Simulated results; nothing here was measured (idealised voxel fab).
process module | voxel self aligned contacts
cross-section cut | 180 nm wide | cells 5 nm
A cross-section is a grid of square cells, given in bands from the top down. A band is one or more rows of cells.
Each band's line starts with the height of the band's top and of its bottom, in nm. Then come its materials from left to right, each with its width in nm. One material with "throughout" fills the band from edge to edge. "air" is empty space.
Height 0 is the level under which the wafer as received is all one material. The lowest band goes on downwards, as in "0 down".
A width such as "30 to 40" changes by the same amount from each row of cells to the next, from the band's top row to its bottom row.
"no change" after a step means that no cell of the cross-section changed.
closed voids: empty space of 8 cells or more with no open way to the top, each as width x height at its distance from the left edge, in nm
after a step's settings: what the simulator itself notes on the step
overlay nm, on a step with a mask: how far to the right of its planned place the mask lay; to the left if negative
plan
1 op RECEIVE | material Si
2 op OXIDIZE | depth nm 5
3 op DIRECTIONAL_DEP | material polySi | thk nm 20
4 op DIRECTIONAL_DEP | material SiN | thk nm 20
5 op MASKED_ETCH | tone cover | mask id GATE | width nm 25 | pitch nm 60 | etch materials SiN | depth nm 20 | overlay nm 0
6 op MASKED_ETCH | tone cover | mask id GATE | width nm 25 | pitch nm 60 | etch materials polySi | depth nm 20 | overlay nm 0
7 op CONFORMAL_DEP | material SiN | thk nm 5
8 op DIRECTIONAL_ETCH | etch materials SiN | depth nm 5
9 op FILL_DEP | material SiO2 | thk nm 15
10 op CMP | height nm 45
11 op PATTERN | tone open | mask id CONTACT | material resist | width nm 45 | pitch nm 60 | thk nm 15 | overlay nm -15
12 op DIRECTIONAL_ETCH | etch materials SiO2 | depth nm 50
13 op STRIP | etch materials resist
14 op CONFORMAL_DEP | material TiN | thk nm 5
15 op FILL_DEP | material Ru | thk nm 10
16 op CMP | height nm 45
17 op CONFORMAL_DEP | material SiCN | thk nm 5
varied across the wafers: overlay nm of step 11. The plan shows the first wafer's value. All wafers start alike
first wafer as received, after step 1
  0 down: Si throughout
  closed voids: none
first wafer at the end, after step 17
  50 to 45: SiCN throughout
  45 to 40: SiO2 20 | TiN 30 | Ru 10 | TiN 5 | SiO2 15 | TiN 30 | Ru 10 | TiN 5 | SiO2 55
  40 to 20: SiO2 10 | SiN 35 | TiN 5 | Ru 10 | TiN 5 | SiO2 5 | SiN 35 | TiN 5 | Ru 10 | TiN 5 | SiO2 5 | SiN 35 | SiO2 15
  20 to 0: SiO2 10 | SiN 5 | polySi 25 | SiN 5 | TiN 5 | Ru 10 | TiN 5 | SiO2 5 | SiN 5 | polySi 25 | SiN 5 | TiN 5 | Ru 10 | TiN 5 | SiO2 5 | SiN 5 | polySi 25 | SiN 5 | SiO2 15
  0 to -5: SiO2 45 | TiN 20 | SiO2 40 | TiN 20 | SiO2 55
  -5 down: Si throughout
  closed voids: none
last wafer at the end
  50 to 45: SiCN throughout
  45 to 40: SiO2 50 | TiN 5 | Ru 10 | TiN 30 | SiO2 15 | TiN 5 | Ru 10 | TiN 30 | SiO2 25
  40 to 20: SiO2 10 | SiN 35 | SiO2 5 | TiN 5 | Ru 10 | TiN 5 | SiN 35 | SiO2 5 | TiN 5 | Ru 10 | TiN 5 | SiN 35 | SiO2 15
  20 to 0: SiO2 10 | SiN 5 | polySi 25 | SiN 5 | SiO2 5 | TiN 5 | Ru 10 | TiN 5 | SiN 5 | polySi 25 | SiN 5 | SiO2 5 | TiN 5 | Ru 10 | TiN 5 | SiN 5 | polySi 25 | SiN 5 | SiO2 15
  0 to -5: SiO2 50 | TiN 20 | SiO2 40 | TiN 20 | SiO2 50
  -5 down: Si throughout
  closed voids: none
each wafer at the end: cells of each material gained (+) or lost (-) since it was received, then its closed voids
overlay nm -15 | +36 Ru | -36 Si | +36 SiCN | +108 SiN | +102 SiO2 | +54 TiN | +60 polySi | closed voids: none
overlay nm -10 | +54 Ru | -36 Si | +36 SiCN | +108 SiN | +84 SiO2 | +54 TiN | +60 polySi | closed voids: none
overlay nm -5 | +54 Ru | -36 Si | +36 SiCN | +108 SiN | +84 SiO2 | +54 TiN | +60 polySi | closed voids: none
overlay nm 0 | +54 Ru | -36 Si | +36 SiCN | +108 SiN | +84 SiO2 | +54 TiN | +60 polySi | closed voids: none
overlay nm 5 | +54 Ru | -36 Si | +36 SiCN | +108 SiN | +84 SiO2 | +54 TiN | +60 polySi | closed voids: none
overlay nm 10 | +54 Ru | -36 Si | +36 SiCN | +108 SiN | +84 SiO2 | +54 TiN | +60 polySi | closed voids: none
overlay nm 15 | +36 Ru | -36 Si | +36 SiCN | +108 SiN | +102 SiO2 | +54 TiN | +60 polySi | closed voids: none
